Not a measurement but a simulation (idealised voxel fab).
process module | voxel capacitor over wiring
We display cut, a cross-section 295 nm in width whose square cells are each 5 nm.
Cross-section spec: square-cell grid; bands listed top down; each band is one or more rows.
It is stipulated that each band's entry specify, in nanometres, the height of the top of the band and then that of its bottom, followed by the materials of the band in left-to-right sequence, each together with its width in nanometres. A single material marked by the word "all across" is understood to fill the band from edge to edge; the word "blank" is understood to denote empty space.
It should be noted that heights are counted from 0, beneath which the wafer as supplied is of one material throughout, and that the lowest band possesses no lower boundary but continues downward, as written in "0 -> down".
You'd read "30->40" like this: the band's top row of cells is as wide as the first number, its bottom row is as wide as the second, and going down, every row changes width by the same amount as the row before did.
"nothing different", as given for a step, is the statement that not any cell of the cross-section underwent a change during that step.
Any empty space of 8 cells or more lacking an open way to the top shows up in "Sealed internal cavities" as width x height at distance, distance from the left edge, in nm.
Formally, on a step line, whatever follows the settings is a remark that the simulator itself makes on the step.
The setting "overlay nm" may be written on the line of a step. When the step uses a mask, the value reports how far to the right of the planned place the mask lay, and a negative value reports that it lay to the left.
Here's what the planned process steps look like:
1: RECEIVE (material Si)
2: CONFORMAL_DEP (material SiO2; thk nm 15)
3: DIRECTIONAL_DEP (material TiN; thk nm 5)
4: DIRECTIONAL_DEP (material W; thk nm 25)
5: MASKED_ETCH (tone cover; mask id METAL_1; width nm 25; pitch nm 90; etch materials W; depth nm 25; overlay nm 0)
6: MASKED_ETCH (tone cover; mask id METAL_1; width nm 25; pitch nm 90; etch materials TiN; depth nm 5; overlay nm 0)
7: FILL_DEP (material SiO2; thk nm 5)
8: CMP (height nm 45)
9: CONFORMAL_DEP (material SiCN; thk nm 5)
10: DIRECTIONAL_DEP (material SiO2; thk nm 10)
11: PATTERN (tone open; mask id PLUG_1; material resist; width nm 15; thk nm 15; overlay nm 0)
12: DIRECTIONAL_ETCH (etch materials SiO2; depth nm 10)
13: DIRECTIONAL_ETCH (etch materials SiCN; depth nm 5)
14: STRIP (etch materials resist)
15: EPI (material Ru; thk nm 10)
16: EPI (material Ru; thk nm 5)
17: DIRECTIONAL_DEP (material TiN; thk nm 5)
18: DIRECTIONAL_DEP (material Al2O3; thk nm 5)
19: DIRECTIONAL_DEP (material TiN; thk nm 10)
20: PATTERN (tone cover; mask id UPPER_PLATE; material resist; width nm 70; thk nm 15; overlay nm 0)
21: DIRECTIONAL_ETCH (etch materials TiN; depth nm 10)
22: DIRECTIONAL_ETCH (etch materials Al2O3; depth nm 5)
23: STRIP (etch materials resist)
24: MASKED_ETCH (tone cover; mask id LOWER_PLATE; width nm 80; etch materials TiN; depth nm 5; overlay nm 0)
25: FILL_DEP (material SiO2; thk nm 20)
26: CMP (height nm 95)
27: PATTERN (tone open; mask id PLUG_2; material resist; width nm 15; thk nm 15; overlay nm 0)
28: DIRECTIONAL_ETCH (etch materials SiO2; depth nm 15)
29: STRIP (etch materials resist)
30: CONFORMAL_DEP (material TiN; thk nm 5)
31: FILL_DEP (material Cu; thk nm 10)
32: CMP (height nm 95)
33: CONFORMAL_DEP (material SiCN; thk nm 5)
Cross-section: wafer on arrival = after step 1:
  0 -> down  Si all across
  Sealed internal cavities: none
First wafer of two, sectioned at end of module; run went per plan:
  100 -> 95  SiCN all across
  95 -> 85  110 nm SiO2 / 5 nm TiN / 5 nm Cu / 5 nm TiN / 170 nm SiO2
  85 -> 80  110 nm SiO2 / 15 nm TiN / 170 nm SiO2
  80 -> 70  100 nm SiO2 / 70 nm TiN / 125 nm SiO2
  70 -> 65  100 nm SiO2 / 70 nm Al2O3 / 125 nm SiO2
  65 -> 60  95 nm SiO2 / 80 nm TiN / 120 nm SiO2
  60 -> 50  100 nm SiO2 / 15 nm Ru / 180 nm SiO2
  50 -> 45  100 nm SiCN / 15 nm Ru / 180 nm SiCN
  45 -> 20  90 nm SiO2 / 25 nm W / 65 nm SiO2 / 25 nm W / 90 nm SiO2
  20 -> 15  90 nm SiO2 / 25 nm TiN / 65 nm SiO2 / 25 nm TiN / 90 nm SiO2
  15 -> 0  SiO2 all across
  0 -> down  Si all across
  Sealed internal cavities: none
So this is wafer number two of the two, cut at the end of the module - it started where the first did and had the same plan, we just got one thing wrong running it:
  100 -> 95  SiCN all across
  95 -> 90  110 nm SiO2 / 15 nm TiN / 170 nm SiO2
  90 -> 80  100 nm SiO2 / 25 nm TiN / 170 nm SiO2
  80 -> 75  100 nm SiO2 / 25 nm Al2O3 / 45 nm TiN / 125 nm SiO2
  75 -> 70  95 nm SiO2 / 75 nm TiN / 125 nm SiO2
  70 -> 65  90 nm SiO2 / 35 nm Ru / 45 nm Al2O3 / 125 nm SiO2
  65 -> 60  90 nm SiO2 / 35 nm Ru / 50 nm TiN / 120 nm SiO2
  60 -> 50  100 nm SiO2 / 15 nm Ru / 180 nm SiO2
  50 -> 45  100 nm SiCN / 15 nm Ru / 180 nm SiCN
  45 -> 20  90 nm SiO2 / 25 nm W / 65 nm SiO2 / 25 nm W / 90 nm SiO2
  20 -> 15  90 nm SiO2 / 25 nm TiN / 65 nm SiO2 / 25 nm TiN / 90 nm SiO2
  15 -> 0  SiO2 all across
  0 -> down  Si all across
  Sealed internal cavities: none
In executing the process, a mistake was made relative to the plan: plan step 15 was twice executed
Count the cells at the end and the second wafer has more or fewer of some materials than the first: Cu: 2 fewer; Ru: 14 more; SiO2: 8 fewer; TiN: 4 fewer
